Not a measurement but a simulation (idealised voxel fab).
process module | voxel self aligned contacts
cross-section cut | 240 nm wide | cells 5 nm
A cross-section is a grid of square cells, given in bands from the top down. A band is one or more rows of cells.
Each band's line starts with the height of the band's top and of its bottom, in nm. Then come its materials from left to right, each with its width in nm. One material with "throughout" fills the band from edge to edge. "air" is empty space.
Height 0 is the level under which the wafer as received is all one material. The lowest band goes on downwards, as in "0 down".
A width such as "30 to 40" changes by the same amount from each row of cells to the next, from the band's top row to its bottom row.
"no change" after a step means that no cell of the cross-section changed.
closed voids: empty space of 8 cells or more with no open way to the top, each as width x height at its distance from the left edge, in nm
after a step's settings: what the simulator itself notes on the step
overlay nm, on a step with a mask: how far to the right of its planned place the mask lay; to the left if negative
plan
1 op RECEIVE | material Si
2 op OXIDIZE | depth nm 5
3 op DIRECTIONAL_DEP | material polySi | thk nm 20
4 op DIRECTIONAL_DEP | material SiN | thk nm 20
5 op DIRECTIONAL_DEP | material aC | thk nm 10
6 op PATTERN | tone cover | mask id GATE | material resist | width nm 35 | pitch nm 75 | thk nm 25 | overlay nm 0
7 op DIRECTIONAL_ETCH | etch materials aC | depth nm 10
8 op STRIP | etch materials resist
9 op DIRECTIONAL_ETCH | etch materials SiN | depth nm 20
10 op DIRECTIONAL_ETCH | etch materials polySi | depth nm 20
11 op STRIP | etch materials aC
12 op CONFORMAL_DEP | material SiN | thk nm 10
13 op DIRECTIONAL_ETCH | etch materials SiN | depth nm 10
14 op FILL_DEP | material SiO2 | thk nm 10
15 op CMP | height nm 45
16 op MASKED_ETCH | tone open | mask id CONTACT | width nm 50 | etch materials SiO2 | depth nm 50 | overlay nm 0
17 op CONFORMAL_DEP | material TiN | thk nm 5
18 op FILL_DEP | material Ru | thk nm 5
19 op CMP | height nm 45
20 op CONFORMAL_DEP | material SiCN | thk nm 5
varied across the wafers: width nm of step 16. The plan shows the first wafer's value. All wafers start alike
first wafer as received, after step 1
  0 down: Si throughout
  closed voids: none
first wafer at the end, after step 20
  50 to 45: SiCN throughout
  45 to 40: SiO2 95 | TiN 20 | Ru 10 | TiN 20 | SiO2 95
  40 to 20: SiO2 55 | SiN 55 | TiN 5 | Ru 10 | TiN 5 | SiN 55 | SiO2 55
  20 to 0: SiO2 55 | SiN 10 | polySi 35 | SiN 10 | TiN 5 | Ru 10 | TiN 5 | SiN 10 | polySi 35 | SiN 10 | SiO2 55
  0 to -5: SiO2 110 | TiN 20 | SiO2 110
  -5 down: Si throughout
  closed voids: none
last wafer at the end
  50 to 45: SiCN throughout
  45 to 40: SiO2 85 | TiN 30 | Ru 10 | TiN 35 | SiO2 80
  40 to 20: SiO2 55 | SiN 55 | TiN 5 | Ru 10 | TiN 5 | SiN 55 | SiO2 55
  20 to 0: SiO2 55 | SiN 10 | polySi 35 | SiN 10 | TiN 5 | Ru 10 | TiN 5 | SiN 10 | polySi 35 | SiN 10 | SiO2 55
  0 to -5: SiO2 110 | TiN 20 | SiO2 110
  -5 down: Si throughout
  closed voids: none
each wafer at the end: cells of each material gained (+) or lost (-) since it was received, then its closed voids
width nm 50 | +18 Ru | -48 Si | +48 SiCN | +120 SiN | +258 SiO2 | +28 TiN | +56 polySi | closed voids: none
width nm 55 | +18 Ru | -48 Si | +48 SiCN | +120 SiN | +257 SiO2 | +29 TiN | +56 polySi | closed voids: none
width nm 60 | +18 Ru | -48 Si | +48 SiCN | +120 SiN | +256 SiO2 | +30 TiN | +56 polySi | closed voids: none
width nm 65 | +18 Ru | -48 Si | +48 SiCN | +120 SiN | +255 SiO2 | +31 TiN | +56 polySi | closed voids: none
width nm 70 | +18 Ru | -48 Si | +48 SiCN | +120 SiN | +254 SiO2 | +32 TiN | +56 polySi | closed voids: none
width nm 75 | +18 Ru | -48 Si | +48 SiCN | +120 SiN | +253 SiO2 | +33 TiN | +56 polySi | closed voids: none
